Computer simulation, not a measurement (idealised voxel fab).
process module | voxel released beams
cross-section cut | 195 nm wide | cells 5 nm
A cross-section is a grid of square cells, given in bands from the top down. A band is one or more rows of cells.
Each band's line starts with the height of the band's top and of its bottom, in nm. Then come its materials from left to right, each with its width in nm. One material with "throughout" fills the band from edge to edge. "air" is empty space.
Height 0 is the level under which the wafer as received is all one material. The lowest band goes on downwards, as in "0 down".
A width such as "30 to 40" changes by the same amount from each row of cells to the next, from the band's top row to its bottom row.
"no change" after a step means that no cell of the cross-section changed.
closed voids: empty space of 8 cells or more with no open way to the top, each as width x height at its distance from the left edge, in nm
after a step's settings: what the simulator itself notes on the step
overlay nm, on a step with a mask: how far to the right of its planned place the mask lay; to the left if negative
plan
1 op RECEIVE | material Si
2 op CONFORMAL_DEP | material SiN | thk nm 10
3 op DIRECTIONAL_DEP | material SiO2 | thk nm 10
4 op DIRECTIONAL_DEP | material aC | thk nm 10
5 op PATTERN | tone open | mask id ANCHOR | material resist | width nm 45 | thk nm 25 | overlay nm 0
6 op DIRECTIONAL_ETCH | etch materials aC | depth nm 10
7 op STRIP | etch materials resist
8 op DIRECTIONAL_ETCH | etch materials SiO2 | depth nm 10
9 op STRIP | etch materials aC
10 op CONFORMAL_DEP | material polySi | thk nm 15
11 op DIRECTIONAL_DEP | material aC | thk nm 15
12 op PATTERN | tone cover | mask id BEAM | material resist | width nm 100 | thk nm 30 | overlay nm 0
13 op DIRECTIONAL_ETCH | etch materials aC | depth nm 15
14 op STRIP | etch materials resist
15 op DIRECTIONAL_ETCH | etch materials polySi | depth nm 15
16 op STRIP | etch materials aC
17 op STRIP | etch materials SiO2
first wafer, as planned
as received, after step 1
  0 down: Si throughout
  closed voids: none
after step 2
  10 to 0: SiN throughout
  below 0: unchanged
after step 3
  20 to 10: SiO2 throughout
  below 10: unchanged
after step 4
  30 to 20: aC throughout
  below 20: unchanged
after step 5
  55 to 30: resist 50 | air 45 | resist 100
  below 30: unchanged
after step 6
  45 to 30: resist 50 | air 45 | resist 100
  30 to 20: aC 50 | air 45 | aC 100
  below 20: unchanged
after step 7
  30 to 20: aC 50 | air 45 | aC 100
  below 20: unchanged
after step 8
  30 to 20: aC 50 | air 45 | aC 100
  20 to 10: SiO2 50 | air 45 | SiO2 100
  below 10: unchanged
after step 9
  20 to 10: SiO2 50 | air 45 | SiO2 100
  below 10: unchanged
after step 10
  35 to 25: polySi 65 | air 15 | polySi 115
  25 to 20: polySi throughout
  20 to 10: SiO2 50 | polySi 45 | SiO2 100
  below 10: unchanged
after step 11
  50 to 40: aC 65 | air 15 | aC 115
  40 to 35: aC throughout
  35 to 25: polySi 65 | aC 15 | polySi 115
  below 25: unchanged
after step 12
  80 to 50: air 45 | resist 100 | air 50
  50 to 40: aC 65 | resist 15 | aC 115
  below 40: unchanged
after step 13
  65 to 50: air 45 | resist 100 | air 50
  50 to 40: air 45 | aC 20 | resist 15 | aC 65 | air 50
  40 to 35: air 45 | aC 100 | air 50
  below 35: unchanged
after step 14
  50 to 40: air 45 | aC 20 | air 15 | aC 65 | air 50
  below 40: unchanged
after step 15
  50 to 40: air 45 | aC 20 | air 15 | aC 65 | air 50
  40 to 35: air 45 | aC 100 | air 50
  35 to 25: air 45 | polySi 20 | aC 15 | polySi 65 | air 50
  25 to 20: air 45 | polySi 100 | air 50
  below 20: unchanged
after step 16
  35 to 25: air 45 | polySi 20 | air 15 | polySi 65 | air 50
  below 25: unchanged
after step 17
  35 to 25: air 45 | polySi 20 | air 15 | polySi 65 | air 50
  25 to 20: air 45 | polySi 100 | air 50
  20 to 10: air 50 | polySi 45 | air 100
  below 10: unchanged
second wafer: like start, like plan, one mistake. Through step 4 it matches the first wafer
when step 5 should have ended
  55 to 30: resist 40 | air 45 | resist 110
  below 30: unchanged
when step 6 should have ended
  45 to 30: resist 40 | air 45 | resist 110
  30 to 20: aC 40 | air 45 | aC 110
  below 20: unchanged
when step 7 should have ended
  30 to 20: aC 40 | air 45 | aC 110
  below 20: unchanged
when step 8 should have ended
  30 to 20: aC 40 | air 45 | aC 110
  20 to 10: SiO2 40 | air 45 | SiO2 110
  below 10: unchanged
when step 9 should have ended
  20 to 10: SiO2 40 | air 45 | SiO2 110
  below 10: unchanged
when step 10 should have ended
  35 to 25: polySi 55 | air 15 | polySi 125
  25 to 20: polySi throughout
  20 to 10: SiO2 40 | polySi 45 | SiO2 110
  below 10: unchanged
when step 11 should have ended
  50 to 40: aC 55 | air 15 | aC 125
  40 to 35: aC throughout
  35 to 25: polySi 55 | aC 15 | polySi 125
  below 25: unchanged
when step 12 should have ended
  80 to 50: air 45 | resist 100 | air 50
  50 to 40: aC 55 | resist 15 | aC 125
  below 40: unchanged
when step 13 should have ended
  65 to 50: air 45 | resist 100 | air 50
  50 to 40: air 45 | aC 10 | resist 15 | aC 75 | air 50
  40 to 35: air 45 | aC 100 | air 50
  below 35: unchanged
when step 14 should have ended
  50 to 40: air 45 | aC 10 | air 15 | aC 75 | air 50
  below 40: unchanged
when step 15 should have ended
  50 to 40: air 45 | aC 10 | air 15 | aC 75 | air 50
  40 to 35: air 45 | aC 100 | air 50
  35 to 25: air 45 | polySi 10 | aC 15 | polySi 75 | air 50
  25 to 20: air 45 | polySi 100 | air 50
  below 20: unchanged
when step 16 should have ended
  35 to 25: air 45 | polySi 10 | air 15 | polySi 75 | air 50
  below 25: unchanged
when step 17 should have ended
  35 to 25: air 45 | polySi 10 | air 15 | polySi 75 | air 50
  25 to 20: air 45 | polySi 100 | air 50
  20 to 10: air 40 | polySi 45 | air 110
  below 10: unchanged
what went wrong: step 5 ran as: op PATTERN | tone open | mask id ANCHOR | material resist | width nm 45 | thk nm 25 | overlay nm -10
at the end the second wafer has, in cells: as many of each material as the first, in other places
